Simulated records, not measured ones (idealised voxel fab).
Documented hereafter: the process module known as voxel air gaps.
Cross-section cut: width 280 nm, square cells of 5 nm.
Notation: cross-section as square-cell grid; stated in bands, top first, going down; one or more cell rows per band.
A band entry consists of two parts. The first gives the height of the band's top and the height of its bottom, in nm. The rest lists the band's materials from left to right, each with its width in nm. A single material labelled with the word "throughout" fills the band from edge to edge, and the word "empty" marks empty space.
Heights are expressed relative to 0, this being the level below which the as-received wafer comprises one material exclusively. The lowest band is unbounded in the downward direction and is denoted as in "0 and below".
So if you see something like "30 to 40" for the width, read it as the top row of the band sitting at the first number and the bottom row at the second, with every row in between moving by the same amount as the last.
Take "remains unaltered" at face value: in the step it is given for, the cross-section changed in none of its cells.
"Voids, enclosed" means: voids of 8 cells or more that are shut off from the top with no open way through. Written width x height at distance, distance from the left edge, in nm.
That trailing text on a step's line, after the settings, is the simulator's own remark on the step.
A step line may carry the setting "overlay nm", which, for steps involving a mask, states the distance by which the mask lay to the right of its intended position; negative values denote displacement to the left.
-- Intended process steps
| 1 | RECEIVE, material Si |
| 2 | CONFORMAL_DEP, material SiO2, thk nm 10 |
| 3 | CONFORMAL_DEP, material SiCN, thk nm 5 |
| 4 | DIRECTIONAL_DEP, material lowk, thk nm 40 |
| 5 | DIRECTIONAL_DEP, material aC, thk nm 15 |
| 6 | PATTERN, tone open, mask id LINES, material resist, width nm 25, pitch nm 50, thk nm 30, overlay nm 0 |
| 7 | DIRECTIONAL_ETCH, etch materials aC, depth nm 15 |
| 8 | STRIP, etch materials resist |
| 9 | DIRECTIONAL_ETCH, etch materials lowk, depth nm 40 |
| 10 | STRIP, etch materials aC |
| 11 | CONFORMAL_DEP, material TiN, thk nm 5 |
| 12 | FILL_DEP, material Ru, thk nm 10 |
| 13 | CMP, height nm 55 |
| 14 | EPI, material Ru, thk nm 10 |
| 15 | SELECTIVE_ETCH, etch materials lowk, depth nm 50 |
| 16 | CONFORMAL_DEP, material SiCN, thk nm 5 |
-- Cross-section of the incoming wafer, state after step 1
  0 and below  Si throughout
  Voids, enclosed: none
-- Starting structure and process plan are as shown above, but one mistake was made in running the module; the wafer cross-section at the end of the module follows
  70 down to 65  empty (55)  SiCN (165)  empty (60)
  65 down to 55  empty (55)  SiCN (5)  Ru (155)  SiCN (5)  empty (60)
  55 down to 50  empty (55)  SiCN (15)  TiN (5)  Ru (25)  TiN (5)  lowk (15)  TiN (5)  Ru (25)  TiN (5)  lowk (15)  TiN (5)  Ru (25)  TiN (5)  SiCN (15)  empty (60)
  50 down to 20  empty (65)  SiCN (5)  TiN (5)  Ru (25)  TiN (5)  lowk (15)  TiN (5)  Ru (25)  TiN (5)  lowk (15)  TiN (5)  Ru (25)  TiN (5)  SiCN (5)  empty (70)
  20 down to 15  SiCN (70)  TiN (35)  lowk (15)  TiN (35)  lowk (15)  TiN (35)  SiCN (75)
  15 down to 10  SiCN throughout
  10 down to 0  SiO2 throughout
  0 and below  Si throughout
  Voids, enclosed: none
What went wrong in running the wafer? step 6 ran differently from the plan; actual operation with settings: PATTERN, tone open, mask id LINES, material resist, width nm 35, pitch nm 50, thk nm 30, overlay nm 0
